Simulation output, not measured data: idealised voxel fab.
Documented hereafter: the process module known as voxel self aligned contacts.
240 nm wide, 5 nm square cells: that's cross-section cut.
Cross-section = grid of square cells, listed top down in bands; band = one or more rows. First you get the band's top height and its bottom height, in nm, and then the materials it's made of, left to right, with each width in nm. If you see a single material with "all across", that one covers the band edge to edge. "air" is empty space. Height 0 is the level under which the wafer as received is all one material. The lowest band goes on downwards, as in "from 0 down". Width: "30->40" (first number = top row, second number = bottom row, same change from row to row of cells). "nothing got changed", as given for a step, is the statement that not any cell of the cross-section underwent a change during that step. This entry, "Enclosed cavities", enumerates those empty regions of no fewer than 8 cells that possess no open connection to the top. Each region is reported in the form width x height at distance, the distance being taken from the left edge, with all three quantities expressed in nm. Past the settings on a step's line: simulator remark, on that step. overlay nm: how far to the right of its planned place the mask lay on this masked step (negative: to the left).
## So here's the lineup of process steps we planned
1 RECEIVE: material Si
2 OXIDIZE: depth nm 5
3 DIRECTIONAL_DEP: material polySi, thk nm 30
4 DIRECTIONAL_DEP: material SiN, thk nm 20
5 PATTERN: tone cover, mask id GATE, material resist, width nm 25, pitch nm 70, thk nm 20, overlay nm 0
6 DIRECTIONAL_ETCH: etch materials SiN, depth nm 20
7 DIRECTIONAL_ETCH: etch materials polySi, depth nm 30
8 STRIP: etch materials resist
9 CONFORMAL_DEP: material SiN, thk nm 10
10 DIRECTIONAL_ETCH: etch materials SiN, depth nm 10
11 FILL_DEP: material SiO2, thk nm 10
12 CMP: height nm 55
13 PATTERN: tone open, mask id CONTACT, material resist, width nm 55, thk nm 15, overlay nm 0
14 DIRECTIONAL_ETCH: etch materials SiO2, depth nm 60
15 STRIP: etch materials resist
16 CONFORMAL_DEP: material TiN, thk nm 5
17 FILL_DEP: material W, thk nm 10
18 CMP: height nm 55
19 CONFORMAL_DEP: material SiCN, thk nm 5
## Cross-section of the wafer upon arrival, representing the state reached after step 1
    from 0 down  Si all across
    Enclosed cavities: none
## The module was run from the start shown above using the plan shown above, but one mistake was made doing it; the resulting wafer cross-section is below
    from 60 to 55  SiCN all across
    from 55 to 50  SiO2 95 | TiN 15 | W 15 | TiN 25 | SiO2 90
    from 50 to 30  SiO2 60 | SiN 45 | TiN 5 | W 15 | TiN 5 | SiN 45 | SiO2 65
    from 30 to 0  SiO2 60 | SiN 10 | polySi 25 | SiN 10 | TiN 5 | W 15 | TiN 5 | SiN 10 | polySi 25 | SiN 10 | SiO2 65
    from 0 to -5  SiO2 105 | TiN 25 | SiO2 110
    from -5 down  Si all across
    Enclosed cavities: none
Against the plan, the run slipped here: step 13 ran as: PATTERN: tone open, mask id CONTACT, material resist, width nm 55, thk nm 15, overlay nm 5
